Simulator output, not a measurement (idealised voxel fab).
Herein follows the process module entitled voxel capacitor over wiring.
165 nm wide, 5 nm square cells: that's cross-section cut.
Think of the cross-section as a grid of square cells. We describe it in bands, top to bottom, and each band covers one or more rows of those cells. Look at the band entry: it leads with the top's height and the bottom's height in nm. Then it lists the materials left to right, with a width in nm for each. The word "edge to edge" on a single material says that material fills the band edge to edge. The word "blank" is empty space. Convention: height 0 is the level below which the wafer, as received, is all one material. The lowest band does not terminate at the bottom but continues downward, represented as "z 0 and below". Width: "30 to 40" (first number = top row, second number = bottom row, same change from row to row of cells). "changes: none" -> step changed no cross-section cell. Entry "Closed cavities". Content: empty spaces with no open connection to the top, size 8 cells or greater. Each: width x height at distance. Distance: from left edge. Unit: nm. Heads up: the bit after the settings on a step's line is the simulator's remark on that step. The setting "overlay nm" may be written on the line of a step. When the step uses a mask, the value reports how far to the right of the planned place the mask lay, and a negative value reports that it lay to the left.

**Planned process steps**
1) op RECEIVE | material Si
2) op CONFORMAL_DEP | material SiO2 | thk nm 10
3) op DIRECTIONAL_DEP | material TiN | thk nm 5
4) op DIRECTIONAL_DEP | material W | thk nm 15
5) op MASKED_ETCH | tone cover | mask id METAL_1 | width nm 25 | pitch nm 75 | etch materials W | depth nm 15 | overlay nm 0
6) op MASKED_ETCH | tone cover | mask id METAL_1 | width nm 25 | pitch nm 75 | etch materials TiN | depth nm 5 | overlay nm 0
7) op FILL_DEP | material lowk | thk nm 5
8) op CMP | height nm 30
9) op CONFORMAL_DEP | material SiCN | thk nm 5
10) op DIRECTIONAL_DEP | material lowk | thk nm 20
11) op PATTERN | tone open | mask id PLUG_1 | material resist | width nm 15 | thk nm 15 | overlay nm 0
12) op DIRECTIONAL_ETCH | etch materials lowk | depth nm 20
13) op DIRECTIONAL_ETCH | etch materials SiCN | depth nm 5
14) op STRIP | etch materials resist
15) op EPI | material Ru | thk nm 10
16) op EPI | material Ru | thk nm 10
17) op EPI | material Ru | thk nm 5
18) op DIRECTIONAL_DEP | material TiN | thk nm 5
19) op DIRECTIONAL_DEP | material HfO2 | thk nm 5
20) op DIRECTIONAL_DEP | material TiN | thk nm 5
21) op PATTERN | tone cover | mask id UPPER_PLATE | material resist | width nm 55 | thk nm 15 | overlay nm 0
22) op DIRECTIONAL_ETCH | etch materials TiN | depth nm 5
23) op DIRECTIONAL_ETCH | etch materials HfO2 | depth nm 5
24) op STRIP | etch materials resist
25) op PATTERN | tone cover | mask id LOWER_PLATE | material resist | width nm 65 | thk nm 15 | overlay nm 0
26) op DIRECTIONAL_ETCH | etch materials TiN | depth nm 5
27) op STRIP | etch materials resist
28) op FILL_DEP | material SiO2 | thk nm 15
29) op CMP | height nm 80
30) op PATTERN | tone open | mask id PLUG_2 | material resist | width nm 15 | thk nm 15 | overlay nm 0
31) op DIRECTIONAL_ETCH | etch materials SiO2 | depth nm 10
32) op STRIP | etch materials resist
33) op CONFORMAL_DEP | material TiN | thk nm 5
34) op FILL_DEP | material Ru | thk nm 5
35) op CMP | height nm 80
36) op CONFORMAL_DEP | material SiCN | thk nm 5

**Cross-section: wafer on arrival = after step 1**
  z 0 and below = Si edge to edge
  Closed cavities: none

**Here's the cross-section of the first of our two wafers at the end of the module - it ran as planned**
  z 85 to 80 = SiCN edge to edge
  z 80 to 75 = SiO2=50 | TiN=5 | Ru=5 | TiN=5 | SiO2=100
  z 75 to 65 = SiO2=50 to 40 | TiN=15 to 55 | SiO2=100 to 70
  z 65 to 60 = SiO2=40 | HfO2=55 | SiO2=70
  z 60 to 55 = SiO2=35 | TiN=65 | SiO2=65
  z 55 to 35 = lowk=40 | Ru=15 | lowk=110
  z 35 to 30 = SiCN=40 | Ru=15 | SiCN=110
  z 30 to 15 = lowk=30 | W=25 | lowk=50 | W=25 | lowk=35
  z 15 to 10 = lowk=30 | TiN=25 | lowk=50 | TiN=25 | lowk=35
  z 10 to 0 = SiO2 edge to edge
  z 0 and below = Si edge to edge
  Closed cavities: none

**Wafer two (of two), end-of-module cross-section: start = wafer one, plan = wafer one, one run mistake**
  z 85 to 80 = SiCN edge to edge
  z 80 to 75 = SiO2=50 | TiN=5 | Ru=5 | TiN=5 | SiO2=100
  z 75 to 65 = SiO2=50 to 40 | TiN=15 to 55 | SiO2=100 to 70
  z 65 to 60 = SiO2=40 | HfO2=55 | SiO2=70
  z 60 to 55 = SiCN edge to edge
  z 55 to 35 = lowk=40 | Ru=15 | lowk=110
  z 35 to 30 = SiCN=40 | Ru=15 | SiCN=110
  z 30 to 15 = lowk=30 | W=25 | lowk=50 | W=25 | lowk=35
  z 15 to 10 = lowk=30 | TiN=25 | lowk=50 | TiN=25 | lowk=35
  z 10 to 0 = SiO2 edge to edge
  z 0 and below = Si edge to edge
  Closed cavities: none
Processing error: so step 18 ended up running with a different setting than we planned, it ran as op DIRECTIONAL_DEP | material SiCN | thk nm 5
Per the end-of-run cell counts, the second wafer holds more or fewer of some materials than the first: SiCN: 33 more, SiO2: 20 fewer, TiN: 13 fewer
